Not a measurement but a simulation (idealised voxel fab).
Process module, titled voxel transistor to metal
Square cells of 5 nm make up the cross-section cut, whose width is 270 nm.
How to read a cross-section here: the picture is a grid of square cells, written as bands going from the top down, and any band can span one or more rows of cells. Read a band's entry like this: the first values are the height of its top and the height of its bottom in nm, and what follows is the sequence of materials from left to right, each with its width in nm. Note that "air" is empty space, and that a single material marked "edge to edge" reaches across the band from edge to edge. Where do heights start? At 0: under that level the wafer as delivered is made of one material only. And the lowest band has no floor; it just carries on downward, as in "0..down". The expression "30->40" gives the width at the extremes of the band, the first number at its top row of cells and the second at its bottom row, with the width changing by equal amounts from each row to the next in between. "same as before" after a step means that no cell of the cross-section changed. Reported under the label "Completely enclosed voids" are the empty spaces having no open way to the top and comprising 8 cells or more; the notation for each is width x height at distance, in which the distance is measured from the left edge and all three values are in nm. That trailing text on a step's line, after the settings, is the simulator's own remark on the step. overlay nm: mask offset rightward from planned place, masked step; negative means leftward offset.
[Planned process steps]
1) RECEIVE [material Si]
2) CONFORMAL_DEP [material SiO2] [thk nm 5]
3) CONFORMAL_DEP [material SiN] [thk nm 15]
4) DIRECTIONAL_DEP [material aC] [thk nm 15]
5) PATTERN [tone cover] [mask id ACTIVE] [material resist] [width nm 105] [pitch nm 135] [thk nm 30] [overlay nm 0]
6) DIRECTIONAL_ETCH [etch materials aC] [depth nm 15]
7) STRIP [etch materials resist]
8) DIRECTIONAL_ETCH [etch materials SiN] [depth nm 15]
9) DIRECTIONAL_ETCH [etch materials SiO2] [depth nm 5]
10) DIRECTIONAL_ETCH [etch materials Si] [depth nm 25]
11) STRIP [etch materials aC]
12) OXIDIZE [depth nm 5]
13) FILL_DEP [material SiO2] [thk nm 5]
14) CMP [height nm 20]
15) SELECTIVE_ETCH [etch materials SiO2] [depth nm 5]
16) STRIP [etch materials SiN]
17) SELECTIVE_ETCH [etch materials SiO2] [depth nm 5]
18) OXIDIZE [depth nm 5]
19) DIRECTIONAL_DEP [material polySi] [thk nm 20]
20) DIRECTIONAL_DEP [material SiCN] [thk nm 10]
21) MASKED_ETCH [tone cover] [mask id GATE] [width nm 25] [pitch nm 135] [etch materials SiCN] [depth nm 20] [overlay nm 0]
22) MASKED_ETCH [tone cover] [mask id GATE] [width nm 25] [pitch nm 135] [etch materials polySi] [depth nm 30] [overlay nm 0]
23) CONFORMAL_DEP [material SiN] [thk nm 5]
24) DIRECTIONAL_ETCH [etch materials SiN] [depth nm 5]
25) DIRECTIONAL_ETCH [etch materials SiO2] [depth nm 5]
26) DIRECTIONAL_ETCH [etch materials Si] [depth nm 10]
27) EPI [material pSi] [thk nm 15]
28) FILL_DEP [material SiO2] [thk nm 10]
29) CMP [height nm 30]
30) DIRECTIONAL_DEP [material SiO2] [thk nm 10]
31) PATTERN [tone open] [mask id CONTACT] [material resist] [width nm 25] [thk nm 20] [overlay nm 0]
32) DIRECTIONAL_ETCH [etch materials SiO2] [depth nm 40]
33) STRIP [etch materials resist]
34) CONFORMAL_DEP [material TiN] [thk nm 5]
35) FILL_DEP [material Ru] [thk nm 5]
36) CMP [height nm 40]
37) CONFORMAL_DEP [material SiN] [thk nm 5]
38) DIRECTIONAL_DEP [material lowk] [thk nm 25]
39) PATTERN [tone open] [mask id METAL_1] [material resist] [width nm 15] [thk nm 20] [overlay nm 0]
40) DIRECTIONAL_ETCH [etch materials lowk] [depth nm 25]
41) DIRECTIONAL_ETCH [etch materials SiN] [depth nm 5]
42) STRIP [etch materials resist]
43) CONFORMAL_DEP [material TiN] [thk nm 5]
44) FILL_DEP [material Ru] [thk nm 5]
45) CMP [height nm 70]
46) CONFORMAL_DEP [material SiCN] [thk nm 5]
[Cross-section of the wafer upon arrival, representing the state reached after step 1]
* 0..down | Si edge to edge
* Completely enclosed voids: none
[Run as planned - first of the two wafers cross-sectioned at the end of the module]
* 75..70 | SiCN edge to edge
* 70..45 | lowk 25 nm; TiN 5 nm; Ru 5 nm; TiN 5 nm; lowk 55 nm; TiN 5 nm; Ru 5 nm; TiN 5 nm; lowk 50 nm; TiN 5 nm; Ru 5 nm; TiN 5 nm; lowk 55 nm; TiN 5 nm; Ru 5 nm; TiN 5 nm; lowk 25 nm
* 45..40 | SiN 25 nm; TiN 15 nm; SiN 55 nm; TiN 15 nm; SiN 50 nm; TiN 15 nm; SiN 55 nm; TiN 15 nm; SiN 25 nm
* 40..30 | SiO2 25 nm; TiN 5 nm; Ru 15 nm; TiN 5 nm; SiO2 35 nm; TiN 5 nm; Ru 15 nm; TiN 5 nm; SiO2 50 nm; TiN 5 nm; Ru 15 nm; TiN 5 nm; SiO2 35 nm; TiN 5 nm; Ru 15 nm; TiN 5 nm; SiO2 25 nm
* 30..20 | SiO2 25 nm; TiN 5 nm; Ru 15 nm; TiN 5 nm; SiN 5 nm; SiCN 25 nm; SiN 5 nm; TiN 5 nm; Ru 15 nm; TiN 5 nm; SiO2 50 nm; TiN 5 nm; Ru 15 nm; TiN 5 nm; SiN 5 nm; SiCN 25 nm; SiN 5 nm; TiN 5 nm; Ru 15 nm; TiN 5 nm; SiO2 25 nm
* 20..15 | SiO2 25 nm; TiN 5 nm; Ru 15 nm; TiN 5 nm; SiN 5 nm; polySi 25 nm; SiN 5 nm; TiN 5 nm; Ru 15 nm; TiN 5 nm; SiO2 50 nm; TiN 5 nm; Ru 15 nm; TiN 5 nm; SiN 5 nm; polySi 25 nm; SiN 5 nm; TiN 5 nm; Ru 15 nm; TiN 5 nm; SiO2 25 nm
* 15..10 | SiO2 25 nm; TiN 25 nm; SiN 5 nm; polySi 25 nm; SiN 5 nm; TiN 25 nm; SiO2 50 nm; TiN 25 nm; SiN 5 nm; polySi 25 nm; SiN 5 nm; TiN 25 nm; SiO2 25 nm
* 10..0 | SiO2 10 nm; SiN 5 nm; SiO2 10 nm; TiN 10 nm; pSi 15 nm; SiN 5 nm; polySi 25 nm; SiN 5 nm; pSi 15 nm; TiN 10 nm; SiO2 10 nm; SiN 5 nm; SiO2 20 nm; SiN 5 nm; SiO2 10 nm; TiN 10 nm; pSi 15 nm; SiN 5 nm; polySi 25 nm; SiN 5 nm; pSi 15 nm; TiN 10 nm; SiO2 10 nm; SiN 5 nm; SiO2 10 nm
* 0..-5 | SiO2 15 nm; pSi 35 nm; SiO2 35 nm; pSi 35 nm; SiO2 30 nm; pSi 35 nm; SiO2 35 nm; pSi 35 nm; SiO2 15 nm
* -5..-15 | SiO2 20 nm; pSi 30 nm; Si 35 nm; pSi 30 nm; SiO2 40 nm; pSi 30 nm; Si 35 nm; pSi 30 nm; SiO2 20 nm
* -15..-30 | SiO2 20 nm; Si 95 nm; SiO2 40 nm; Si 95 nm; SiO2 20 nm
* -30..down | Si edge to edge
* Completely enclosed voids: none
[Cross-section at end of module for the second wafer of two, which matched the first in starting point and plan and differed by one mistake in its processing]
* 75..70 | SiCN edge to edge
* 70..45 | lowk 25 nm; TiN 5 nm; Ru 5 nm; TiN 5 nm; lowk 55 nm; TiN 5 nm; Ru 5 nm; TiN 5 nm; lowk 50 nm; TiN 5 nm; Ru 5 nm; TiN 5 nm; lowk 55 nm; TiN 5 nm; Ru 5 nm; TiN 5 nm; lowk 25 nm
* 45..40 | SiN 25 nm; TiN 15 nm; SiN 55 nm; TiN 15 nm; SiN 50 nm; TiN 15 nm; SiN 55 nm; TiN 15 nm; SiN 25 nm
* 40..30 | SiO2 25 nm; TiN 5 nm; Ru 15 nm; TiN 5 nm; SiO2 35 nm; TiN 5 nm; Ru 15 nm; TiN 5 nm; SiO2 50 nm; TiN 5 nm; Ru 15 nm; TiN 5 nm; SiO2 35 nm; TiN 5 nm; Ru 15 nm; TiN 5 nm; SiO2 25 nm
* 30..10 | SiO2 25 nm; TiN 5 nm; Ru 15 nm; TiN 5 nm; SiN 5 nm; polySi 25 nm; SiN 5 nm; TiN 5 nm; Ru 15 nm; TiN 5 nm; SiO2 50 nm; TiN 5 nm; Ru 15 nm; TiN 5 nm; SiN 5 nm; polySi 25 nm; SiN 5 nm; TiN 5 nm; Ru 15 nm; TiN 5 nm; SiO2 25 nm
* 10..5 | SiO2 15 nm; SiN 5 nm; SiO2 5 nm; TiN 5 nm; Ru 15 nm; TiN 5 nm; SiO2 35 nm; TiN 5 nm; Ru 15 nm; TiN 5 nm; SiO2 5 nm; SiN 5 nm; SiO2 30 nm; SiN 5 nm; SiO2 5 nm; TiN 5 nm; Ru 15 nm; TiN 5 nm; SiO2 35 nm; TiN 5 nm; Ru 15 nm; TiN 5 nm; SiO2 5 nm; SiN 5 nm; SiO2 15 nm
* 5..0 | SiO2 15 nm; SiN 5 nm; SiO2 5 nm; TiN 25 nm; SiO2 35 nm; TiN 25 nm; SiO2 5 nm; SiN 5 nm; SiO2 30 nm; SiN 5 nm; SiO2 5 nm; TiN 25 nm; SiO2 35 nm; TiN 25 nm; SiO2 5 nm; SiN 5 nm; SiO2 15 nm
* 0..-5 | pSi 15 nm; SiO2 105 nm; pSi 30 nm; SiO2 105 nm; pSi 15 nm
* -5..-15 | pSi 10 nm; SiO2 115 nm; pSi 20 nm; SiO2 115 nm; pSi 10 nm
* -15..-30 | Si 10 nm; SiO2 115 nm; Si 20 nm; SiO2 115 nm; Si 10 nm
* -30..down | Si edge to edge
* Completely enclosed voids: none
Misprocessing identified: step 5 ran with different settings than intended, the actual operation and settings being PATTERN [tone open] [mask id ACTIVE] [material resist] [width nm 105] [pitch nm 135] [thk nm 30] [overlay nm 0]
FYI, end of process, the second wafer has more or fewer cells of some materials than the first: +24 Ru, -118 Si, -20 SiCN, -8 SiN, +194 SiO2, -72 pSi
